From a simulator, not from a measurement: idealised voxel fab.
You're looking at the process module voxel spacer lines.
Xsec cut, 145 nm wide, square cell size 5 nm.
The cross-sections in this document take the form of a grid made of square cells. They are written out as bands, in order from top to bottom. Each band consists of one or more rows of cells.
First you get the band's top height and its bottom height, in nm, and then the materials it's made of, left to right, with each width in nm. If you see a single material with "everywhere", that one covers the band edge to edge. "blank" is empty space.
It should be noted that heights are counted from 0, beneath which the wafer as supplied is of one material throughout, and that the lowest band possesses no lower boundary but continues downward, as written in "0 and below".
When a width is written as two numbers, as in "30 to 40", the first number is the width in the top row of cells of the band and the second is the width in its bottom row, and the width changes by the same amount from each row to the next.
Where the words "no modification" appear for a step, the cross-section shows no cell changed by that step; every cell remained as before.
So "Listed closed voids" is basically the list of trapped voids: any empty space of 8 cells or more that can't reach the top through an opening. They're written width x height at distance, the distance being from the left edge, and it's all nm.
Step line, after settings: the simulator's comment on this step.
overlay nm: for a step with a mask, the amount by which the mask lay right of where it was planned; a negative amount means left of it.
Steps in the process plan:
| 1 | RECEIVE [material Si] |
| 2 | CONFORMAL_DEP [material Al2O3] [thk nm 5] |
| 3 | DIRECTIONAL_DEP [material TiN] [thk nm 20] |
| 4 | DIRECTIONAL_DEP [material polySi] [thk nm 30] |
| 5 | PATTERN [tone cover] [mask id MANDREL] [material resist] [width nm 15] [pitch nm 50] [thk nm 35] [overlay nm 0] |
| 6 | DIRECTIONAL_ETCH [etch materials polySi] [depth nm 30] |
| 7 | STRIP [etch materials resist] |
| 8 | CONFORMAL_DEP [material SiO2] [thk nm 10] |
| 9 | DIRECTIONAL_ETCH [etch materials SiO2] [depth nm 10] |
| 10 | STRIP [etch materials polySi] |
| 11 | DIRECTIONAL_ETCH [etch materials TiN] [depth nm 20] |
| 12 | STRIP [etch materials SiO2] |
| 13 | FILL_DEP [material lowk] [thk nm 5] |
| 14 | CMP [height nm 25] |
Cross-sectional view of the wafer in its as-received condition, corresponding to the state after step 1:
  0 and below | Si everywhere
  Listed closed voids: none
The first of the two wafers as seen in cross-section once the module was finished; processing followed the plan:
  25 down to 5 | 5 of lowk  10 of TiN  15 of lowk  10 of TiN  15 of lowk  10 of TiN  15 of lowk  10 of TiN  15 of lowk  10 of TiN  15 of lowk  10 of TiN  5 of lowk
  5 down to 0 | Al2O3 everywhere
  0 and below | Si everywhere
  Listed closed voids: none
Cross-sectional view of the second of two wafers upon completion of the module. This wafer shared its starting condition and process plan with the first; one error was made during its execution:
  25 down to 20 | Al2O3 everywhere
  20 down to 0 | TiN everywhere
  0 and below | Si everywhere
  Listed closed voids: none
Short version of what went wrong: steps 2 and 3: order swapped relative to plan
End check, counted in cells, second wafer has more or fewer of these materials than the first: TiN +68 | lowk -68
